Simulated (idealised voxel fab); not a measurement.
process module | voxel tone inversion
We display cut, a cross-section 200 nm in width whose square cells are each 5 nm.
Cross-section layout: square cells on a grid; listed as bands, top to bottom; a band spans one or more cell rows. It is stipulated that each band's entry specify, in nanometres, the height of the top of the band and then that of its bottom, followed by the materials of the band in left-to-right sequence, each together with its width in nanometres. A single material marked by the word "edge to edge" is understood to fill the band from edge to edge; the word "blank" is understood to denote empty space. Beneath 0, the wafer as received is one material, and that level is where height counting begins. The lowest band goes on downward without a bottom; it is written like "0 down". The expression "30 to 40" gives the width at the extremes of the band, the first number at its top row of cells and the second at its bottom row, with the width changing by equal amounts from each row to the next in between. Any step labelled "nothing got changed" changed none of the cells in the cross-section. "Closed void inventory" lists enclosed empty spaces (at least 8 cells, no open path upward to the top), each as width x height at distance from the left edge, in nm. Past the settings on a step's line: simulator remark, on that step. What "overlay nm" on a step's line means: if the step has a mask, that mask lay this far to the right of its planned place, or, when the value is negative, to the left.
Here's what the planned process steps look like:
| 1 | RECEIVE, material Si |
| 2 | CONFORMAL_DEP, material SiN, thk nm 5 |
| 3 | DIRECTIONAL_DEP, material aC, thk nm 25 |
| 4 | PATTERN, tone cover, mask id POSTS, material resist, width nm 25, pitch nm 50, thk nm 35, overlay nm -15 |
| 5 | DIRECTIONAL_ETCH, etch materials aC, depth nm 25 |
| 6 | STRIP, etch materials resist |
| 7 | FILL_DEP, material SiO2, thk nm 10 |
| 8 | CMP, height nm 30 |
| 9 | STRIP, etch materials aC |
| 10 | CONFORMAL_DEP, material TiN, thk nm 5 |
| 11 | FILL_DEP, material Cu, thk nm 5 |
| 12 | CMP, height nm 30 |
| 13 | CONFORMAL_DEP, material SiN, thk nm 5 |
The value of overlay nm given for step 4 in the plan refers to the first wafer; the wafers vary in this setting and are alike at the start.
Cut through the first of several wafers as received, post step 1:
> 0 down = Si edge to edge
> Closed void inventory: none
Wafer cross-section (first of several) - module end, post step 13 (last step):
> 35 to 30 = SiN edge to edge
> 30 to 10 = SiO2 45 | TiN 5 | Cu 15 | TiN 5 | SiO2 25 | TiN 5 | Cu 15 | TiN 5 | SiO2 80
> 10 to 5 = SiO2 45 | TiN 25 | SiO2 25 | TiN 25 | SiO2 80
> 5 to 0 = SiN edge to edge
> 0 down = Si edge to edge
> Closed void inventory: none
Here we cross-sectioned the last of the wafers once the module was done:
> 35 to 30 = SiN edge to edge
> 30 to 10 = SiO2 75 | TiN 5 | Cu 15 | TiN 5 | SiO2 25 | TiN 5 | Cu 15 | TiN 5 | SiO2 50
> 10 to 5 = SiO2 75 | TiN 25 | SiO2 25 | TiN 25 | SiO2 50
> 5 to 0 = SiN edge to edge
> 0 down = Si edge to edge
> Closed void inventory: none
Per wafer (row), end of module: delta in cells per material since receipt, (+) for gained, (-) for lost; closed voids after that:
overlay nm -15, +24 Cu, +80 SiN, +150 SiO2, +26 TiN, Closed void inventory: none
overlay nm -10, +24 Cu, +80 SiN, +150 SiO2, +26 TiN, Closed void inventory: none
overlay nm -5, +24 Cu, +80 SiN, +150 SiO2, +26 TiN, Closed void inventory: none
overlay nm 0, +24 Cu, +80 SiN, +150 SiO2, +26 TiN, Closed void inventory: none
overlay nm 5, +24 Cu, +80 SiN, +150 SiO2, +26 TiN, Closed void inventory: none
overlay nm 10, +24 Cu, +80 SiN, +150 SiO2, +26 TiN, Closed void inventory: none
overlay nm 15, +24 Cu, +80 SiN, +150 SiO2, +26 TiN, Closed void inventory: none
